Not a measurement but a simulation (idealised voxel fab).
Herein follows the process module entitled voxel wiring stack.
Square cells of 5 nm make up the cross-section cut, whose width is 265 nm.
Throughout this document, each cross-section is represented as a grid of square cells and is presented as a sequence of bands enumerated from the top downward, where a band comprises one or more rows of cells.
Read a band's entry like this: the first values are the height of its top and the height of its bottom in nm, and what follows is the sequence of materials from left to right, each with its width in nm. Note that "air" is empty space, and that a single material marked "everywhere" reaches across the band from edge to edge.
Height reference: 0 = level under which incoming wafer is all one material. Lowest band: no bottom, runs on downward, e.g. "top 0, no bottom".
The width entry "30->40" should be interpreted row by row: the top row of cells in the band takes the first number, the bottom row takes the second number, and the change between adjacent rows is uniform throughout.
The designation "remained unchanged", where it is given for a processing step, indicates that no cell of the cross-section was altered in the course of that step.
So "Unvented internal voids" is basically the list of trapped voids: any empty space of 8 cells or more that can't reach the top through an opening. They're written width x height at distance, the distance being from the left edge, and it's all nm.
Post-settings text on a step line: simulator's own remark regarding the step.
A step's line can hold "overlay nm"; with a mask on that step, the setting says how far right of the planned place the mask lay, while a negative setting says it lay to the left.
[Set out below are the planned steps of the process]
- 1: RECEIVE, material Si
- 2: CONFORMAL_DEP, material SiO2, thk nm 15
- 3: DIRECTIONAL_DEP, material TiN, thk nm 5
- 4: DIRECTIONAL_DEP, material Ru, thk nm 25
- 5: MASKED_ETCH, tone cover, mask id METAL_1, width nm 20, pitch nm 35, etch materials Ru, depth nm 25, overlay nm 0
- 6: MASKED_ETCH, tone cover, mask id METAL_1, width nm 20, pitch nm 35, etch materials TiN, depth nm 5, overlay nm 0
- 7: CONFORMAL_DEP, material SiCN, thk nm 5
- 8: FILL_DEP, material lowk, thk nm 5
- 9: CMP, height nm 45
- 10: CONFORMAL_DEP, material SiCN, thk nm 5
- 11: DIRECTIONAL_DEP, material SiO2, thk nm 30
- 12: MASKED_ETCH, tone open, mask id METAL_2, width nm 20, pitch nm 35, etch materials SiO2, depth nm 15, overlay nm 0
- 13: DIRECTIONAL_DEP, material aC, thk nm 10
- 14: PATTERN, tone open, mask id METAL_2_HOLES, material resist, width nm 15, pitch nm 70, thk nm 25, overlay nm 0
- 15: DIRECTIONAL_ETCH, etch materials aC, depth nm 10
- 16: STRIP, etch materials resist
- 17: DIRECTIONAL_ETCH, etch materials SiO2, depth nm 15
- 18: DIRECTIONAL_ETCH, etch materials SiCN, depth nm 5
- 19: STRIP, etch materials aC
- 20: CONFORMAL_DEP, material TiN, thk nm 5
- 21: FILL_DEP, material Ru, thk nm 10
- 22: CMP, height nm 80
- 23: CONFORMAL_DEP, material SiCN, thk nm 5
- 24: DIRECTIONAL_DEP, material lowk, thk nm 15
- 25: MASKED_ETCH, tone open, mask id PLUG_2, width nm 15, pitch nm 35, etch materials lowk, depth nm 15, overlay nm 0
- 26: MASKED_ETCH, tone open, mask id PLUG_2, width nm 15, pitch nm 35, etch materials SiCN, depth nm 5, overlay nm 0
- 27: CONFORMAL_DEP, material TiN, thk nm 5
- 28: FILL_DEP, material Cu, thk nm 10
- 29: CMP, height nm 100
- 30: DIRECTIONAL_DEP, material TiN, thk nm 5
- 31: DIRECTIONAL_DEP, material W, thk nm 15
- 32: DIRECTIONAL_DEP, material aC, thk nm 15
- 33: PATTERN, tone cover, mask id METAL_3, material resist, width nm 20, pitch nm 35, thk nm 35, overlay nm 0
- 34: DIRECTIONAL_ETCH, etch materials aC, depth nm 15
- 35: STRIP, etch materials resist
- 36: DIRECTIONAL_ETCH, etch materials W, depth nm 15
- 37: DIRECTIONAL_ETCH, etch materials TiN, depth nm 5
- 38: STRIP, etch materials aC
- 39: CONFORMAL_DEP, material SiCN, thk nm 5
- 40: FILL_DEP, material SiO2, thk nm 10
- 41: CMP, height nm 120
- 42: CONFORMAL_DEP, material SiN, thk nm 5
[So this is the incoming wafer in cross-section - it's already been through step 1]
    top 0, no bottom  Si everywhere
    Unvented internal voids: none
[End-of-module XS, first of two wafers, run as planned]
    top 125, bottom 120  SiN everywhere
    top 120, bottom 105  SiO2 (80); SiCN (5); W (20); SiCN (5); SiO2 (5); SiCN (5); W (20); SiCN (5); SiO2 (5); SiCN (5); W (20); SiCN (5); SiO2 (85)
    top 105, bottom 100  SiCN (85); TiN (20); SiCN (15); TiN (20); SiCN (15); TiN (20); SiCN (90)
    top 100, bottom 85  lowk (85); TiN (5); Cu (5); TiN (5); lowk (20); TiN (5); Cu (5); TiN (5); lowk (20); TiN (5); Cu (5); TiN (5); lowk (95)
    top 85, bottom 80  SiCN (85); TiN (15); SiCN (20); TiN (15); SiCN (20); TiN (15); SiCN (95)
    top 80, bottom 70  SiO2 (85); TiN (5); Ru (10); TiN (5); SiO2 (15); TiN (5); Ru (10); TiN (5); SiO2 (15); TiN (5); Ru (10); TiN (5); SiO2 (90)
    top 70, bottom 65  SiO2 (85); TiN (5); Ru (5); TiN (10); SiO2 (15); TiN (20); SiO2 (15); TiN (5); Ru (5); TiN (10); SiO2 (90)
    top 65, bottom 50  SiO2 (85); TiN (5); Ru (5); TiN (5); SiO2 (55); TiN (5); Ru (5); TiN (5); SiO2 (95)
    top 50, bottom 45  SiCN (85); TiN (15); SiCN (55); TiN (15); SiCN (95)
    top 45, bottom 20  lowk (80); SiCN (5); Ru (20); SiCN (5); lowk (5); SiCN (5); Ru (20); SiCN (5); lowk (5); SiCN (5); Ru (20); SiCN (5); lowk (85)
    top 20, bottom 15  SiCN (85); TiN (20); SiCN (15); TiN (20); SiCN (15); TiN (20); SiCN (90)
    top 15, bottom 0  SiO2 everywhere
    top 0, no bottom  Si everywhere
    Unvented internal voids: none
[Cross-section of the latter of the two wafers at module completion. It had an identical start and an identical plan to the former; in running it, one mistake was made]
    top 125, bottom 120  SiN everywhere
    top 120, bottom 105  SiO2 (80); SiCN (5); W (20); SiCN (5); SiO2 (5); SiCN (5); W (20); SiCN (5); SiO2 (5); SiCN (5); W (20); SiCN (5); SiO2 (85)
    top 105, bottom 100  SiCN (85); TiN (20); SiCN (15); TiN (20); SiCN (15); TiN (20); SiCN (90)
    top 100, bottom 85  lowk (85); TiN (5); Cu (5); TiN (5); lowk (20); TiN (5); Cu (5); TiN (5); lowk (20); TiN (5); Cu (5); TiN (5); lowk (95)
    top 85, bottom 80  SiCN (85); TiN (15); SiCN (20); TiN (15); SiCN (20); TiN (15); SiCN (95)
    top 80, bottom 70  Ru everywhere
    top 70, bottom 65  TiN (125); Ru (10); TiN (130)
    top 65, bottom 50  SiO2 (100); TiN (5); SiO2 (15); TiN (5); Ru (10); TiN (5); SiO2 (30); TiN (5); SiO2 (90)
    top 50, bottom 45  SiCN (100); TiN (5); SiCN (15); TiN (20); SiCN (30); TiN (5); SiCN (90)
    top 45, bottom 20  lowk (80); SiCN (5); Ru (20); SiCN (5); lowk (5); SiCN (5); Ru (20); SiCN (5); lowk (5); SiCN (5); Ru (20); SiCN (5); lowk (85)
    top 20, bottom 15  SiCN (85); TiN (20); SiCN (15); TiN (20); SiCN (15); TiN (20); SiCN (90)
    top 15, bottom 0  SiO2 everywhere
    top 0, no bottom  Si everywhere
    Unvented internal voids: none
Want to know what went wrong? step 14 went in with a setting other than planned; the actual run was PATTERN, tone cover, mask id METAL_2_HOLES, material resist, width nm 15, pitch nm 70, thk nm 25, overlay nm 0
The closing comparison, in cells, has the second wafer with more or fewer of some materials than the first: Ru +94; SiO2 -123; TiN +29
